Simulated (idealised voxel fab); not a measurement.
Name of the process module below: voxel quadruple lines
This is section cut - it's 260 nm across, gridded in 5 nm square cells.
We lay out every cross-section as a grid of square cells and spell it out in bands from the top down, where one band means one or more rows of cells. Band: top height; bottom height; in nm. Then, left to right: material with width in nm, for each material. "edge to edge": a single material spanning edge to edge. "air": empty space. Height datum 0, below which the as-received substrate wafer is one material. Lowest band open at the bottom, running downward: "z 0 and below". A width given as "30->40" starts at the first number in the band's top row and ends at the second number in its bottom row, shifting by an equal amount at every step from row to row. "no alterations made", as given for a step, is the statement that not any cell of the cross-section underwent a change during that step. In "Sealed-off cavities" the enclosed voids are listed, meaning empty spaces of 8 cells or larger without any opening to the top. The form is width x height at distance, distance from the left edge, units nm. Whatever follows a step's settings on its line is a remark the simulator itself makes about that step. overlay nm: how far to the right of its planned place the mask lay on this masked step (negative: to the left).

HERE'S WHAT THE PLANNED PROCESS STEPS LOOK LIKE
| 1 | RECEIVE with material Si |
| 2 | CONFORMAL_DEP with material Al2O3, thk nm 5 |
| 3 | DIRECTIONAL_DEP with material Ru, thk nm 10 |
| 4 | DIRECTIONAL_DEP with material polySi, thk nm 15 |
| 5 | DIRECTIONAL_DEP with material aC, thk nm 25 |
| 6 | PATTERN with tone cover, mask id MANDREL, material resist, width nm 30, pitch nm 80, thk nm 35, overlay nm 0 |
| 7 | DIRECTIONAL_ETCH with etch materials aC, depth nm 25 |
| 8 | STRIP with etch materials resist |
| 9 | CONFORMAL_DEP with material SiO2, thk nm 10 |
| 10 | DIRECTIONAL_ETCH with etch materials SiO2, depth nm 10 |
| 11 | STRIP with etch materials aC |
| 12 | DIRECTIONAL_ETCH with etch materials polySi, depth nm 15 |
| 13 | STRIP with etch materials SiO2 |
| 14 | CONFORMAL_DEP with material SiCN, thk nm 10 |
| 15 | DIRECTIONAL_ETCH with etch materials SiCN, depth nm 10 |
| 16 | STRIP with etch materials polySi |
| 17 | DIRECTIONAL_ETCH with etch materials Ru, depth nm 10 |
| 18 | STRIP with etch materials SiCN |

CROSS-SECTION OF THE WAFER AS IT CAME TO US, I.E., ALREADY THROUGH STEP 1
  z 0 and below | Si edge to edge
  Sealed-off cavities: none

CROSS-SECTION, END OF MODULE. START: AS ABOVE. PLAN: AS ABOVE. EXECUTION: ONE MISTAKE
  z 10 to 0 | air (55), Ru (10), air (10), Ru (10), air (10), Ru (10), air (10), Ru (10), air (10), Ru (10), air (10), Ru (10), air (10), Ru (10), air (10), Ru (10), air (55)
  z 0 and below | Si edge to edge
  Sealed-off cavities: none
Deviation noted in wafer processing: step 2 of the plan: omitted, not performed
